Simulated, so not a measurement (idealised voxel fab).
Presented below is a process module, voxel wiring stack.
Square cells of 5 nm make up the cross-section cut, whose width is 230 nm.
In what follows, cross-sections appear as grids of square cells, described through bands that run from the top down, where every band is one or more rows of cells.
A band entry consists of two parts. The first gives the height of the band's top and the height of its bottom, in nm. The rest lists the band's materials from left to right, each with its width in nm. A single material labelled with the word "everywhere" fills the band from edge to edge, and the word "air" marks empty space.
Heights are reckoned from 0. Under this level, the received wafer is all of one material. The bottommost band is open-ended downward, for example "z 0 and below".
A width such as "30 to 40" changes by the same amount from each row of cells to the next, from the band's top row to its bottom row.
"no alterations made", as given for a step, is the statement that not any cell of the cross-section underwent a change during that step.
Closed empty spaces (no open way to the top) of 8 cells or more are what "Tabulated closed voids" lists, each as width x height at distance from the left edge, nm for all three.
Where a step's line continues beyond its settings, the continuation is a remark by the simulator itself on that step.
If you see "overlay nm" on a step's line and that step has a mask, it's telling you how far right of where it was planned the mask ended up; a negative number means it went left instead.
Pairs from here to the end. Each: cross-section before one process step, cross-section after it, the latter only as far down as the lowest band that changed. Under each: the step between, and its settings. Mind that the pairs may be taken from different runs of this module on the same starting wafer; whether a pair continues from the pair above depends on its entry headed "Structure before processing", and it does only where that entry says so.

**Structure before processing**
    z 150 to 115 | resist (75) | air (30) | resist (20) | air (30) | resist (75)
    z 115 to 100 | aC (75) | air (15) | aC (35) | air (15) | aC (90)
    z 100 to 85 | SiO2 (75) | air (15) | SiO2 (35) | air (15) | SiO2 (90)
    z 85 to 70 | SiO2 (75) | aC (15) | SiO2 (35) | aC (15) | SiO2 (90)
    z 70 to 65 | SiCN everywhere
    z 65 to 55 | SiO2 (75) | TiN (5) | Cu (20) | TiN (5) | SiO2 (20) | TiN (5) | Cu (20) | TiN (5) | SiO2 (75)
    z 55 to 50 | SiO2 (75) | TiN (5) | Cu (5) | TiN (20) | SiO2 (20) | TiN (5) | Cu (5) | TiN (20) | SiO2 (75)
    z 50 to 40 | SiO2 (75) | TiN (5) | Cu (5) | TiN (5) | SiO2 (35) | TiN (5) | Cu (5) | TiN (5) | SiO2 (90)
    z 40 to 35 | SiCN (75) | TiN (15) | SiCN (35) | TiN (15) | SiCN (90)
    z 35 to 30 | SiO2 everywhere
    z 30 to 10 | SiO2 (75) | W (30) | SiO2 (20) | W (30) | SiO2 (75)
    z 10 to 0 | SiO2 everywhere
    z 0 and below | Si everywhere
    Tabulated closed voids: none

**Post-Process Section**
    z 135 to 115 | resist (75) | air (30) | resist (20) | air (30) | resist (75)
    z 115 to 100 | aC (75) | air (30) | aC (20) | air (30) | aC (75)
    z 100 to 70 | SiO2 (75) | air (15) | SiO2 (35) | air (15) | SiO2 (90)
    Everything below 70 is unchanged.
    Tabulated closed voids: none
Transition step, before and after shown above: DIRECTIONAL_ETCH, etch materials aC, depth nm 15

Structure before processing: look at the pair above, its after cross-section is where this step starts.

**Post-Process Section**
    z 115 to 100 | aC (75) | air (30) | aC (20) | air (30) | aC (75)
    Everything below 100 is unchanged.
    Tabulated closed voids: none
Transition step, before and after shown above: STRIP, etch materials resist

Structure before processing: look at the pair above, its after cross-section is where this step starts.

**Post-Process Section**
    z 115 to 100 | aC (75) | air (30) | aC (20) | air (30) | aC (75)
    z 100 to 80 | SiO2 (75) | air (30) | SiO2 (20) | air (30) | SiO2 (75)
    Everything below 80 is unchanged.
    Tabulated closed voids: none
Transition step, before and after shown above: DIRECTIONAL_ETCH, etch materials SiO2, depth nm 20

Structure before processing: look at the pair above, its after cross-section is where this step starts.

**Post-Process Section**
    z 115 to 100 | aC (75) | air (30) | aC (20) | air (30) | aC (75)
    z 100 to 80 | SiO2 (75) | air (30) | SiO2 (20) | air (30) | SiO2 (75)
    z 80 to 70 | SiO2 (75) | air (15) | SiO2 (35) | air (15) | SiO2 (90)
    z 70 to 65 | SiCN (75) | air (15) | SiCN (35) | air (15) | SiCN (90)
    Everything below 65 is unchanged.
    Tabulated closed voids: none
Transition step, before and after shown above: DIRECTIONAL_ETCH, etch materials SiCN, depth nm 5

Structure before processing: look at the pair above, its after cross-section is where this step starts.

**Post-Process Section**
    z 100 to 80 | SiO2 (75) | air (30) | SiO2 (20) | air (30) | SiO2 (75)
    Everything below 80 is unchanged.
    Tabulated closed voids: none
Transition step, before and after shown above: STRIP, etch materials aC

Structure before processing: look at the pair above, its after cross-section is where this step starts.

**Post-Process Section**
    z 105 to 100 | TiN (80) | air (20) | TiN (30) | air (20) | TiN (80)
    z 100 to 85 | SiO2 (75) | TiN (5) | air (20) | TiN (5) | SiO2 (20) | TiN (5) | air (20) | TiN (5) | SiO2 (75)
    z 85 to 80 | SiO2 (75) | TiN (5) | air (5) | TiN (20) | SiO2 (20) | TiN (5) | air (5) | TiN (20) | SiO2 (75)
    z 80 to 70 | SiO2 (75) | TiN (5) | air (5) | TiN (5) | SiO2 (35) | TiN (5) | air (5) | TiN (5) | SiO2 (90)
    z 70 to 65 | SiCN (75) | TiN (15) | SiCN (35) | TiN (15) | SiCN (90)
    Everything below 65 is unchanged.
    Tabulated closed voids: none
Transition step, before and after shown above: CONFORMAL_DEP, material TiN, thk nm 5

Structure before processing: look at the pair above, its after cross-section is where this step starts.

**Post-Process Section**
    z 115 to 105 | Cu everywhere
    z 105 to 100 | TiN (80) | Cu (20) | TiN (30) | Cu (20) | TiN (80)
    z 100 to 85 | SiO2 (75) | TiN (5) | Cu (20) | TiN (5) | SiO2 (20) | TiN (5) | Cu (20) | TiN (5) | SiO2 (75)
    z 85 to 80 | SiO2 (75) | TiN (5) | Cu (5) | TiN (20) | SiO2 (20) | TiN (5) | Cu (5) | TiN (20) | SiO2 (75)
    z 80 to 70 | SiO2 (75) | TiN (5) | Cu (5) | TiN (5) | SiO2 (35) | TiN (5) | Cu (5) | TiN (5) | SiO2 (90)
    Everything below 70 is unchanged.
    Tabulated closed voids: none
Transition step, before and after shown above: FILL_DEP, material Cu, thk nm 10

Structure before processing: look at the pair above, its after cross-section is where this step starts.

**Post-Process Section**
    z 100 to 85 | SiO2 (75) | TiN (5) | Cu (20) | TiN (5) | SiO2 (20) | TiN (5) | Cu (20) | TiN (5) | SiO2 (75)
    Everything below 85 is unchanged.
    Tabulated closed voids: none
Transition step, before and after shown above: CMP, height nm 100

Structure before processing: look at the pair above, its after cross-section is where this step starts.

**Post-Process Section**
    z 105 to 100 | SiN everywhere
    Everything below 100 is unchanged.
    Tabulated closed voids: none
Transition step, before and after shown above: CONFORMAL_DEP, material SiN, thk nm 5

**Structure before processing**
    z 100 to 70 | SiO2 everywhere
    z 70 to 65 | SiCN everywhere
    z 65 to 55 | SiO2 (75) | TiN (5) | Cu (20) | TiN (5) | SiO2 (20) | TiN (5) | Cu (20) | TiN (5) | SiO2 (75)
    z 55 to 50 | SiO2 (75) | TiN (5) | Cu (5) | TiN (20) | SiO2 (20) | TiN (5) | Cu (5) | TiN (20) | SiO2 (75)
    z 50 to 40 | SiO2 (75) | TiN (5) | Cu (5) | TiN (5) | SiO2 (35) | TiN (5) | Cu (5) | TiN (5) | SiO2 (90)
    z 40 to 35 | SiCN (75) | TiN (15) | SiCN (35) | TiN (15) | SiCN (90)
    z 35 to 15 | SiO2 (75) | W (30) | SiO2 (20) | W (30) | SiO2 (75)
    z 15 to 10 | SiO2 (75) | TiN (30) | SiO2 (20) | TiN (30) | SiO2 (75)
    z 10 to 0 | SiO2 everywhere
    z 0 and below | Si everywhere
    Tabulated closed voids: none

**Post-Process Section**
    z 130 to 70 | SiO2 everywhere
    Everything below 70 is unchanged.
    Tabulated closed voids: none
Transition step, before and after shown above: DIRECTIONAL_DEP, material SiO2, thk nm 30

Structure before processing: look at the pair above, its after cross-section is where this step starts.

**Post-Process Section**
    z 140 to 130 | aC everywhere
    Everything below 130 is unchanged.
    Tabulated closed voids: none
Transition step, before and after shown above: DIRECTIONAL_DEP, material aC, thk nm 10

Structure before processing: look at the pair above, its after cross-section is where this step starts.

**Post-Process Section**
    z 170 to 140 | resist (75) | air (15) | resist (35) | air (15) | resist (90)
    Everything below 140 is unchanged.
    Tabulated closed voids: none
Transition step, before and after shown above: PATTERN, tone open, mask id METAL_3_HOLES, material resist, width nm 15, pitch nm 50, thk nm 30, overlay nm 0

Structure before processing: look at the pair above, its after cross-section is where this step starts.

**Post-Process Section**
    z 160 to 140 | resist (75) | air (15) | resist (35) | air (15) | resist (90)
    z 140 to 130 | aC (75) | air (15) | aC (35) | air (15) | aC (90)
    Everything below 130 is unchanged.
    Tabulated closed voids: none
Transition step, before and after shown above: DIRECTIONAL_ETCH, etch materials aC, depth nm 10

Structure before processing: look at the pair above, its after cross-section is where this step starts.

**Post-Process Section**
    z 140 to 130 | aC (75) | air (15) | aC (35) | air (15) | aC (90)
    Everything below 130 is unchanged.
    Tabulated closed voids: none
Transition step, before and after shown above: STRIP, etch materials resist

Structure before processing: look at the pair above, its after cross-section is where this step starts.

**Post-Process Section**
    z 140 to 130 | aC (75) | air (15) | aC (35) | air (15) | aC (90)
    z 130 to 100 | SiO2 (75) | air (15) | SiO2 (35) | air (15) | SiO2 (90)
    Everything below 100 is unchanged.
    Tabulated closed voids: none
Transition step, before and after shown above: DIRECTIONAL_ETCH, etch materials SiO2, depth nm 30

Structure before processing: look at the pair above, its after cross-section is where this step starts.

**Post-Process Section**
    z 130 to 100 | SiO2 (75) | air (15) | SiO2 (35) | air (15) | SiO2 (90)
    Everything below 100 is unchanged.
    Tabulated closed voids: none
Transition step, before and after shown above: STRIP, etch materials aC

Structure before processing: look at the pair above, its after cross-section is where this step starts.

**Post-Process Section**
    z 145 to 130 | aC (75) | air (15) | aC (35) | air (15) | aC (90)
    z 130 to 115 | SiO2 (75) | air (15) | SiO2 (35) | air (15) | SiO2 (90)
    z 115 to 100 | SiO2 (75) | aC (15) | SiO2 (35) | aC (15) | SiO2 (90)
    Everything below 100 is unchanged.
    Tabulated closed voids: none
Transition step, before and after shown above: DIRECTIONAL_DEP, material aC, thk nm 15

Structure before processing: look at the pair above, its after cross-section is where this step starts.

**Post-Process Section**
    z 180 to 145 | resist (75) | air (30) | resist (20) | air (30) | resist (75)
    Everything below 145 is unchanged.
    Tabulated closed voids: none
Transition step, before and after shown above: PATTERN, tone open, mask id METAL_3, material resist, width nm 30, pitch nm 50, thk nm 35, overlay nm 0

Structure before processing: look at the pair above, its after cross-section is where this step starts.

**Post-Process Section**
    z 165 to 145 | resist (75) | air (30) | resist (20) | air (30) | resist (75)
    z 145 to 130 | aC (75) | air (30) | aC (20) | air (30) | aC (75)
    z 130 to 100 | SiO2 (75) | air (15) | SiO2 (35) | air (15) | SiO2 (90)
    Everything below 100 is unchanged.
    Tabulated closed voids: none
Transition step, before and after shown above: DIRECTIONAL_ETCH, etch materials aC, depth nm 15

Structure before processing: look at the pair above, its after cross-section is where this step starts.

**Post-Process Section**
    z 145 to 130 | aC (75) | air (30) | aC (20) | air (30) | aC (75)
    Everything below 130 is unchanged.
    Tabulated closed voids: none
Transition step, before and after shown above: STRIP, etch materials resist

Structure before processing: look at the pair above, its after cross-section is where this step starts.

**Post-Process Section**
    z 145 to 130 | aC (75) | air (30) | aC (20) | air (30) | aC (75)
    z 130 to 110 | SiO2 (75) | air (30) | SiO2 (20) | air (30) | SiO2 (75)
    z 110 to 80 | SiO2 (75) | air (15) | SiO2 (35) | air (15) | SiO2 (90)
    Everything below 80 is unchanged.
    Tabulated closed voids: none
Transition step, before and after shown above: DIRECTIONAL_ETCH, etch materials SiO2, depth nm 20

Structure before processing: look at the pair above, its after cross-section is where this step starts.

**Post-Process Section**
    z 130 to 110 | SiO2 (75) | air (30) | SiO2 (20) | air (30) | SiO2 (75)
    Everything below 110 is unchanged.
    Tabulated closed voids: none
Transition step, before and after shown above: STRIP, etch materials aC

Structure before processing: look at the pair above, its after cross-section is where this step starts.

**Post-Process Section**
    z 135 to 130 | TiN (80) | air (20) | TiN (30) | air (20) | TiN (80)
    z 130 to 115 | SiO2 (75) | TiN (5) | air (20) | TiN (5) | SiO2 (20) | TiN (5) | air (20) | TiN (5) | SiO2 (75)
    z 115 to 110 | SiO2 (75) | TiN (5) | air (5) | TiN (20) | SiO2 (20) | TiN (5) | air (5) | TiN (20) | SiO2 (75)
    z 110 to 85 | SiO2 (75) | TiN (5) | air (5) | TiN (5) | SiO2 (35) | TiN (5) | air (5) | TiN (5) | SiO2 (90)
    z 85 to 80 | SiO2 (75) | TiN (15) | SiO2 (35) | TiN (15) | SiO2 (90)
    Everything below 80 is unchanged.
    Tabulated closed voids: none
Transition step, before and after shown above: CONFORMAL_DEP, material TiN, thk nm 5

Structure before processing: look at the pair above, its after cross-section is where this step starts.

**Post-Process Section**
    z 145 to 135 | Cu everywhere
    z 135 to 130 | TiN (80) | Cu (20) | TiN (30) | Cu (20) | TiN (80)
    z 130 to 115 | SiO2 (75) | TiN (5) | Cu (20) | TiN (5) | SiO2 (20) | TiN (5) | Cu (20) | TiN (5) | SiO2 (75)
    z 115 to 110 | SiO2 (75) | TiN (5) | Cu (5) | TiN (20) | SiO2 (20) | TiN (5) | Cu (5) | TiN (20) | SiO2 (75)
    z 110 to 85 | SiO2 (75) | TiN (5) | Cu (5) | TiN (5) | SiO2 (35) | TiN (5) | Cu (5) | TiN (5) | SiO2 (90)
    Everything below 85 is unchanged.
    Tabulated closed voids: none
Transition step, before and after shown above: FILL_DEP, material Cu, thk nm 10

Structure before processing: look at the pair above, its after cross-section is where this step starts.

**Post-Process Section**
    z 100 to 85 | SiO2 (75) | TiN (5) | Cu (5) | TiN (5) | SiO2 (35) | TiN (5) | Cu (5) | TiN (5) | SiO2 (90)
    Everything below 85 is unchanged.
    Tabulated closed voids: none
Transition step, before and after shown above: CMP, height nm 100

Structure before processing: look at the pair above, its after cross-section is where this step starts.

**Post-Process Section**
    z 105 to 100 | SiN everywhere
    Everything below 100 is unchanged.
    Tabulated closed voids: none
Transition step, before and after shown above: CONFORMAL_DEP, material SiN, thk nm 5

**Structure before processing**
    z 0 and below | Si everywhere
    Tabulated closed voids: none

**Post-Process Section**
    z 5 to 0 | TiN everywhere
    Everything below 0 is unchanged.
    Tabulated closed voids: none
Transition step, before and after shown above: DIRECTIONAL_DEP, material TiN, thk nm 5

Structure before processing: look at the pair above, its after cross-section is where this step starts.

**Post-Process Section**
    z 15 to 5 | SiO2 everywhere
    Everything below 5 is unchanged.
    Tabulated closed voids: none
Transition step, before and after shown above: CONFORMAL_DEP, material SiO2, thk nm 10

Structure before processing: look at the pair above, its after cross-section is where this step starts.

**Post-Process Section**
    z 35 to 15 | W everywhere
    Everything below 15 is unchanged.
    Tabulated closed voids: none
Transition step, before and after shown above: DIRECTIONAL_DEP, material W, thk nm 20

Structure before processing: look at the pair above, its after cross-section is where this step starts.

**Post-Process Section**
    z 50 to 35 | aC everywhere
    Everything below 35 is unchanged.
    Tabulated closed voids: none
Transition step, before and after shown above: DIRECTIONAL_DEP, material aC, thk nm 15

Structure before processing: look at the pair above, its after cross-section is where this step starts.

**Post-Process Section**
    z 85 to 50 | air (75) | resist (30) | air (20) | resist (30) | air (75)
    Everything below 50 is unchanged.
    Tabulated closed voids: none
Transition step, before and after shown above: PATTERN, tone cover, mask id METAL_1, material resist, width nm 30, pitch nm 50, thk nm 35, overlay nm 0

Structure before processing: look at the pair above, its after cross-section is where this step starts.

**Post-Process Section**
    z 70 to 50 | air (75) | resist (30) | air (20) | resist (30) | air (75)
    z 50 to 35 | air (75) | aC (30) | air (20) | aC (30) | air (75)
    Everything below 35 is unchanged.
    Tabulated closed voids: none
Transition step, before and after shown above: DIRECTIONAL_ETCH, etch materials aC, depth nm 15

Structure before processing: look at the pair above, its after cross-section is where this step starts.

**Post-Process Section**
    z 50 to 35 | air (75) | aC (30) | air (20) | aC (30) | air (75)
    Everything below 35 is unchanged.
    Tabulated closed voids: none
Transition step, before and after shown above: STRIP, etch materials resist

Structure before processing: look at the pair above, its after cross-section is where this step starts.

**Post-Process Section**
    z 50 to 35 | air (75) | aC (30) | air (20) | aC (30) | air (75)
    z 35 to 15 | air (75) | W (30) | air (20) | W (30) | air (75)
    Everything below 15 is unchanged.
    Tabulated closed voids: none
Transition step, before and after shown above: DIRECTIONAL_ETCH, etch materials W, depth nm 20

Structure before processing: look at the pair above, its after cross-section is where this step starts.

**Post-Process Section**
    z 35 to 15 | air (75) | W (30) | air (20) | W (30) | air (75)
    Everything below 15 is unchanged.
    Tabulated closed voids: none
Transition step, before and after shown above: STRIP, etch materials aC

Structure before processing: look at the pair above, its after cross-section is where this step starts.

**Post-Process Section**
    z 40 to 35 | SiO2 everywhere
    z 35 to 15 | SiO2 (75) | W (30) | SiO2 (20) | W (30) | SiO2 (75)
    Everything below 15 is unchanged.
    Tabulated closed voids: none
Transition step, before and after shown above: FILL_DEP, material SiO2, thk nm 5

Structure before processing: look at the pair above, its after cross-section is where this step starts.

**Post-Process Section**
    z 35 to 15 | SiO2 (75) | W (30) | SiO2 (20) | W (30) | SiO2 (75)
    Everything below 15 is unchanged.
    Tabulated closed voids: none
Transition step, before and after shown above: CMP, height nm 35

Structure before processing: look at the pair above, its after cross-section is where this step starts.

**Post-Process Section**
    z 40 to 35 | SiCN everywhere
    Everything below 35 is unchanged.
    Tabulated closed voids: none
Transition step, before and after shown above: CONFORMAL_DEP, material SiCN, thk nm 5

Structure before processing: look at the pair above, its after cross-section is where this step starts.

**Post-Process Section**
    z 65 to 40 | SiO2 everywhere
    Everything below 40 is unchanged.
    Tabulated closed voids: none
Transition step, before and after shown above: DIRECTIONAL_DEP, material SiO2, thk nm 25

Structure before processing: look at the pair above, its after cross-section is where this step starts.

**Post-Process Section**
    z 80 to 65 | aC everywhere
    Everything below 65 is unchanged.
    Tabulated closed voids: none
Transition step, before and after shown above: DIRECTIONAL_DEP, material aC, thk nm 15

Structure before processing: look at the pair above, its after cross-section is where this step starts.

**Post-Process Section**
    z 115 to 80 | resist (75) | air (30) | resist (20) | air (30) | resist (75)
    Everything below 80 is unchanged.
    Tabulated closed voids: none
Transition step, before and after shown above: PATTERN, tone open, mask id METAL_2, material resist, width nm 30, pitch nm 50, thk nm 35, overlay nm 0

Structure before processing: look at the pair above, its after cross-section is where this step starts.

**Post-Process Section**
    z 100 to 80 | resist (75) | air (30) | resist (20) | air (30) | resist (75)
    z 80 to 65 | aC (75) | air (30) | aC (20) | air (30) | aC (75)
    Everything below 65 is unchanged.
    Tabulated closed voids: none
Transition step, before and after shown above: DIRECTIONAL_ETCH, etch materials aC, depth nm 15

Structure before processing: look at the pair above, its after cross-section is where this step starts.

**Post-Process Section**
    z 80 to 65 | aC (75) | air (30) | aC (20) | air (30) | aC (75)
    Everything below 65 is unchanged.
    Tabulated closed voids: none
Transition step, before and after shown above: STRIP, etch materials resist

Structure before processing: look at the pair above, its after cross-section is where this step starts.

**Post-Process Section**
    z 80 to 65 | aC (75) | air (30) | aC (20) | air (30) | aC (75)
    z 65 to 50 | SiO2 (75) | air (30) | SiO2 (20) | air (30) | SiO2 (75)
    Everything below 50 is unchanged.
    Tabulated closed voids: none
Transition step, before and after shown above: DIRECTIONAL_ETCH, etch materials SiO2, depth nm 15

Structure before processing: look at the pair above, its after cross-section is where this step starts.

**Post-Process Section**
    z 65 to 50 | SiO2 (75) | air (30) | SiO2 (20) | air (30) | SiO2 (75)
    Everything below 50 is unchanged.
    Tabulated closed voids: none
Transition step, before and after shown above: STRIP, etch materials aC

Structure before processing: look at the pair above, its after cross-section is where this step starts.

**Post-Process Section**
    z 85 to 65 | resist (75) | air (15) | resist (35) | air (15) | resist (90)
    z 65 to 50 | SiO2 (75) | air (15) | resist (15) | SiO2 (20) | air (15) | resist (15) | SiO2 (75)
    Everything below 50 is unchanged.
    Tabulated closed voids: none
Transition step, before and after shown above: PATTERN, tone open, mask id METAL_2_HOLES, material resist, width nm 15, pitch nm 50, thk nm 20, overlay nm 0

Structure before processing: look at the pair above, its after cross-section is where this step starts.

**Post-Process Section**
    z 85 to 65 | resist (75) | air (15) | resist (35) | air (15) | resist (90)
    z 65 to 50 | SiO2 (75) | air (15) | resist (15) | SiO2 (20) | air (15) | resist (15) | SiO2 (75)
    z 50 to 40 | SiO2 (75) | air (15) | SiO2 (35) | air (15) | SiO2 (90)
    Everything below 40 is unchanged.
    Tabulated closed voids: none
Transition step, before and after shown above: DIRECTIONAL_ETCH, etch materials SiO2, depth nm 10

Structure before processing: look at the pair above, its after cross-section is where this step starts.

**Post-Process Section**
    z 85 to 65 | resist (75) | air (15) | resist (35) | air (15) | resist (90)
    z 65 to 50 | SiO2 (75) | air (15) | resist (15) | SiO2 (20) | air (15) | resist (15) | SiO2 (75)
    z 50 to 40 | SiO2 (75) | air (15) | SiO2 (35) | air (15) | SiO2 (90)
    z 40 to 35 | SiCN (75) | air (15) | SiCN (35) | air (15) | SiCN (90)
    Everything below 35 is unchanged.
    Tabulated closed voids: none
Transition step, before and after shown above: DIRECTIONAL_ETCH, etch materials SiCN, depth nm 5

Structure before processing: look at the pair above, its after cross-section is where this step starts.

**Post-Process Section**
    z 65 to 50 | SiO2 (75) | air (30) | SiO2 (20) | air (30) | SiO2 (75)
    Everything below 50 is unchanged.
    Tabulated closed voids: none
Transition step, before and after shown above: STRIP, etch materials resist

Structure before processing: look at the pair above, its after cross-section is where this step starts.

**Post-Process Section**
    z 70 to 65 | TiN (80) | air (20) | TiN (30) | air (20) | TiN (80)
    z 65 to 55 | SiO2 (75) | TiN (5) | air (20) | TiN (5) | SiO2 (20) | TiN (5) | air (20) | TiN (5) | SiO2 (75)
    z 55 to 50 | SiO2 (75) | TiN (5) | air (5) | TiN (20) | SiO2 (20) | TiN (5) | air (5) | TiN (20) | SiO2 (75)
    z 50 to 40 | SiO2 (75) | TiN (5) | air (5) | TiN (5) | SiO2 (35) | TiN (5) | air (5) | TiN (5) | SiO2 (90)
    z 40 to 35 | SiCN (75) | TiN (15) | SiCN (35) | TiN (15) | SiCN (90)
    Everything below 35 is unchanged.
    Tabulated closed voids: none
Transition step, before and after shown above: CONFORMAL_DEP, material TiN, thk nm 5

Structure before processing: look at the pair above, its after cross-section is where this step starts.

**Post-Process Section**
    z 75 to 70 | Cu everywhere
    z 70 to 65 | TiN (80) | Cu (20) | TiN (30) | Cu (20) | TiN (80)
    z 65 to 55 | SiO2 (75) | TiN (5) | Cu (20) | TiN (5) | SiO2 (20) | TiN (5) | Cu (20) | TiN (5) | SiO2 (75)
    z 55 to 50 | SiO2 (75) | TiN (5) | Cu (5) | TiN (20) | SiO2 (20) | TiN (5) | Cu (5) | TiN (20) | SiO2 (75)
    z 50 to 40 | SiO2 (75) | TiN (5) | Cu (5) | TiN (5) | SiO2 (35) | TiN (5) | Cu (5) | TiN (5) | SiO2 (90)
    Everything below 40 is unchanged.
    Tabulated closed voids: none
Transition step, before and after shown above: FILL_DEP, material Cu, thk nm 5

Structure before processing: look at the pair above, its after cross-section is where this step starts.

**Post-Process Section**
    z 65 to 55 | SiO2 (75) | TiN (5) | Cu (20) | TiN (5) | SiO2 (20) | TiN (5) | Cu (20) | TiN (5) | SiO2 (75)
    Everything below 55 is unchanged.
    Tabulated closed voids: none
Transition step, before and after shown above: CMP, height nm 65

Structure before processing: look at the pair above, its after cross-section is where this step starts.

**Post-Process Section**
    z 70 to 65 | SiCN everywhere
    Everything below 65 is unchanged.
    Tabulated closed voids: none
Transition step, before and after shown above: CONFORMAL_DEP, material SiCN, thk nm 5

Structure before processing: look at the pair above, its after cross-section is where this step starts.

**Post-Process Section**
    z 100 to 70 | SiO2 everywhere
    Everything below 70 is unchanged.
    Tabulated closed voids: none
Transition step, before and after shown above: DIRECTIONAL_DEP, material SiO2, thk nm 30

Structure before processing: look at the pair above, its after cross-section is where this step starts.

**Post-Process Section**
    z 110 to 100 | aC everywhere
    Everything below 100 is unchanged.
    Tabulated closed voids: none
Transition step, before and after shown above: DIRECTIONAL_DEP, material aC, thk nm 10

Structure before processing: look at the pair above, its after cross-section is where this step starts.

**Post-Process Section**
    z 140 to 110 | resist (75) | air (15) | resist (35) | air (15) | resist (90)
    Everything below 110 is unchanged.
    Tabulated closed voids: none
Transition step, before and after shown above: PATTERN, tone open, mask id METAL_3_HOLES, material resist, width nm 15, pitch nm 50, thk nm 30, overlay nm 0

Structure before processing: look at the pair above, its after cross-section is where this step starts.

**Post-Process Section**
    z 130 to 110 | resist (75) | air (15) | resist (35) | air (15) | resist (90)
    z 110 to 100 | aC (75) | air (15) | aC (35) | air (15) | aC (90)
    Everything below 100 is unchanged.
    Tabulated closed voids: none
Transition step, before and after shown above: DIRECTIONAL_ETCH, etch materials aC, depth nm 10

Structure before processing: look at the pair above, its after cross-section is where this step starts.

**Post-Process Section**
    z 110 to 100 | aC (75) | air (15) | aC (35) | air (15) | aC (90)
    Everything below 100 is unchanged.
    Tabulated closed voids: none
Transition step, before and after shown above: STRIP, etch materials resist

Structure before processing: look at the pair above, its after cross-section is where this step starts.

**Post-Process Section**
    z 110 to 100 | aC (75) | air (15) | aC (35) | air (15) | aC (90)
    z 100 to 70 | SiO2 (75) | air (15) | SiO2 (35) | air (15) | SiO2 (90)
    Everything below 70 is unchanged.
    Tabulated closed voids: none
Transition step, before and after shown above: DIRECTIONAL_ETCH, etch materials SiO2, depth nm 30

Structure before processing: look at the pair above, its after cross-section is where this step starts.

**Post-Process Section**
    z 100 to 70 | SiO2 (75) | air (15) | SiO2 (35) | air (15) | SiO2 (90)
    Everything below 70 is unchanged.
    Tabulated closed voids: none
Transition step, before and after shown above: STRIP, etch materials aC

Structure before processing: look at the pair above, its after cross-section is where this step starts.

**Post-Process Section**
    z 115 to 100 | aC (75) | air (15) | aC (35) | air (15) | aC (90)
    z 100 to 85 | SiO2 (75) | air (15) | SiO2 (35) | air (15) | SiO2 (90)
    z 85 to 70 | SiO2 (75) | aC (15) | SiO2 (35) | aC (15) | SiO2 (90)
    Everything below 70 is unchanged.
    Tabulated closed voids: none
Transition step, before and after shown above: DIRECTIONAL_DEP, material aC, thk nm 15

Structure before processing: look at the pair above, its after cross-section is where this step starts.

**Post-Process Section**
    z 150 to 115 | resist (75) | air (30) | resist (20) | air (30) | resist (75)
    Everything below 115 is unchanged.
    Tabulated closed voids: none
Transition step, before and after shown above: PATTERN, tone open, mask id METAL_3, material resist, width nm 30, pitch nm 50, thk nm 35, overlay nm 0

Structure before processing: look at the pair above, its after cross-section is where this step starts.

**Post-Process Section**
    z 135 to 115 | resist (75) | air (30) | resist (20) | air (30) | resist (75)
    z 115 to 100 | aC (75) | air (30) | aC (20) | air (30) | aC (75)
    z 100 to 70 | SiO2 (75) | air (15) | SiO2 (35) | air (15) | SiO2 (90)
    Everything below 70 is unchanged.
    Tabulated closed voids: none
Transition step, before and after shown above: DIRECTIONAL_ETCH, etch materials aC, depth nm 15

Structure before processing: look at the pair above, its after cross-section is where this step starts.

**Post-Process Section**
    z 115 to 100 | aC (75) | air (30) | aC (20) | air (30) | aC (75)
    Everything below 100 is unchanged.
    Tabulated closed voids: none
Transition step, before and after shown above: STRIP, etch materials resist

Structure before processing: look at the pair above, its after cross-section is where this step starts.

**Post-Process Section**
    z 115 to 100 | aC (75) | air (30) | aC (20) | air (30) | aC (75)
    z 100 to 80 | SiO2 (75) | air (30) | SiO2 (20) | air (30) | SiO2 (75)
    Everything below 80 is unchanged.
    Tabulated closed voids: none
Transition step, before and after shown above: DIRECTIONAL_ETCH, etch materials SiO2, depth nm 20

Structure before processing: look at the pair above, its after cross-section is where this step starts.

**Post-Process Section**
    z 115 to 100 | aC (75) | air (30) | aC (20) | air (30) | aC (75)
    z 100 to 80 | SiO2 (75) | air (30) | SiO2 (20) | air (30) | SiO2 (75)
    z 80 to 70 | SiO2 (75) | air (15) | SiO2 (35) | air (15) | SiO2 (90)
    z 70 to 65 | SiCN (75) | air (15) | SiCN (35) | air (15) | SiCN (90)
    Everything below 65 is unchanged.
    Tabulated closed voids: none
Transition step, before and after shown above: DIRECTIONAL_ETCH, etch materials SiCN, depth nm 5

Structure before processing: look at the pair above, its after cross-section is where this step starts.

**Post-Process Section**
    z 100 to 80 | SiO2 (75) | air (30) | SiO2 (20) | air (30) | SiO2 (75)
    Everything below 80 is unchanged.
    Tabulated closed voids: none
Transition step, before and after shown above: STRIP, etch materials aC

Structure before processing: look at the pair above, its after cross-section is where this step starts.

**Post-Process Section**
    z 105 to 100 | TiN (80) | air (20) | TiN (30) | air (20) | TiN (80)
    z 100 to 85 | SiO2 (75) | TiN (5) | air (20) | TiN (5) | SiO2 (20) | TiN (5) | air (20) | TiN (5) | SiO2 (75)
    z 85 to 80 | SiO2 (75) | TiN (5) | air (5) | TiN (20) | SiO2 (20) | TiN (5) | air (5) | TiN (20) | SiO2 (75)
    z 80 to 70 | SiO2 (75) | TiN (5) | air (5) | TiN (5) | SiO2 (35) | TiN (5) | air (5) | TiN (5) | SiO2 (90)
    z 70 to 65 | SiCN (75) | TiN (15) | SiCN (35) | TiN (15) | SiCN (90)
    Everything below 65 is unchanged.
    Tabulated closed voids: none
Transition step, before and after shown above: CONFORMAL_DEP, material TiN, thk nm 5

Structure before processing: look at the pair above, its after cross-section is where this step starts.

**Post-Process Section**
    z 115 to 105 | Cu everywhere
    z 105 to 100 | TiN (80) | Cu (20) | TiN (30) | Cu (20) | TiN (80)
    z 100 to 85 | SiO2 (75) | TiN (5) | Cu (20) | TiN (5) | SiO2 (20) | TiN (5) | Cu (20) | TiN (5) | SiO2 (75)
    z 85 to 80 | SiO2 (75) | TiN (5) | Cu (5) | TiN (20) | SiO2 (20) | TiN (5) | Cu (5) | TiN (20) | SiO2 (75)
    z 80 to 70 | SiO2 (75) | TiN (5) | Cu (5) | TiN (5) | SiO2 (35) | TiN (5) | Cu (5) | TiN (5) | SiO2 (90)
    Everything below 70 is unchanged.
    Tabulated closed voids: none
Transition step, before and after shown above: FILL_DEP, material Cu, thk nm 10

Structure before processing: look at the pair above, its after cross-section is where this step starts.

**Post-Process Section**
    z 100 to 85 | SiO2 (75) | TiN (5) | Cu (20) | TiN (5) | SiO2 (20) | TiN (5) | Cu (20) | TiN (5) | SiO2 (75)
    Everything below 85 is unchanged.
    Tabulated closed voids: none
Transition step, before and after shown above: CMP, height nm 100
